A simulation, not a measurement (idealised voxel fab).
process module | voxel trench capacitor
cross-section cut | 165 nm wide | cells 5 nm
A cross-section is a grid of square cells, given in bands from the top down. A band is one or more rows of cells.
Each band's line starts with the height of the band's top and of its bottom, in nm. Then come its materials from left to right, each with its width in nm. One material with "throughout" fills the band from edge to edge. "air" is empty space.
Height 0 is the level under which the wafer as received is all one material. The lowest band goes on downwards, as in "0 down".
A width such as "30 to 40" changes by the same amount from each row of cells to the next, from the band's top row to its bottom row.
"no change" after a step means that no cell of the cross-section changed.
closed voids: empty space of 8 cells or more with no open way to the top, each as width x height at its distance from the left edge, in nm
after a step's settings: what the simulator itself notes on the step
overlay nm, on a step with a mask: how far to the right of its planned place the mask lay; to the left if negative
plan
1 op RECEIVE | material Si
2 op CONFORMAL_DEP | material SiN | thk nm 5
3 op PATTERN | tone open | mask id TRENCH | material resist | width nm 20 | pitch nm 45 | thk nm 15 | overlay nm 0
4 op DIRECTIONAL_ETCH | etch materials SiN | depth nm 5
5 op DIRECTIONAL_ETCH | etch materials Si | depth nm 25
6 op STRIP | etch materials resist
7 op CONFORMAL_DEP | material SiO2 | thk nm 5
8 op FILL_DEP | material polySi | thk nm 10
9 op CMP | height nm 5
as received, after step 1
  0 down: Si throughout
  closed voids: none
first wafer at the end, as planned
  5 to 0: SiN 50 | SiO2 5 | polySi 10 | SiO2 5 | SiN 25 | SiO2 5 | polySi 10 | SiO2 5 | SiN 50
  0 to -20: Si 50 | SiO2 5 | polySi 10 | SiO2 5 | Si 25 | SiO2 5 | polySi 10 | SiO2 5 | Si 50
  -20 to -25: Si 50 | SiO2 20 | Si 25 | SiO2 20 | Si 50
  -25 down: Si throughout
  closed voids: none
second wafer at the end: like start, like plan, one mistake
  5 to 0: SiN 40 | SiO2 5 | polySi 10 | SiO2 5 | SiN 25 | SiO2 5 | polySi 10 | SiO2 5 | SiN 60
  0 to -20: Si 40 | SiO2 5 | polySi 10 | SiO2 5 | Si 25 | SiO2 5 | polySi 10 | SiO2 5 | Si 60
  -20 to -25: Si 40 | SiO2 20 | Si 25 | SiO2 20 | Si 60
  -25 down: Si throughout
  closed voids: none
what went wrong: step 3 ran as: op PATTERN | tone open | mask id TRENCH | material resist | width nm 20 | pitch nm 45 | thk nm 15 | overlay nm -10
at the end the second wafer has, in cells: as many of each material as the first, in other places
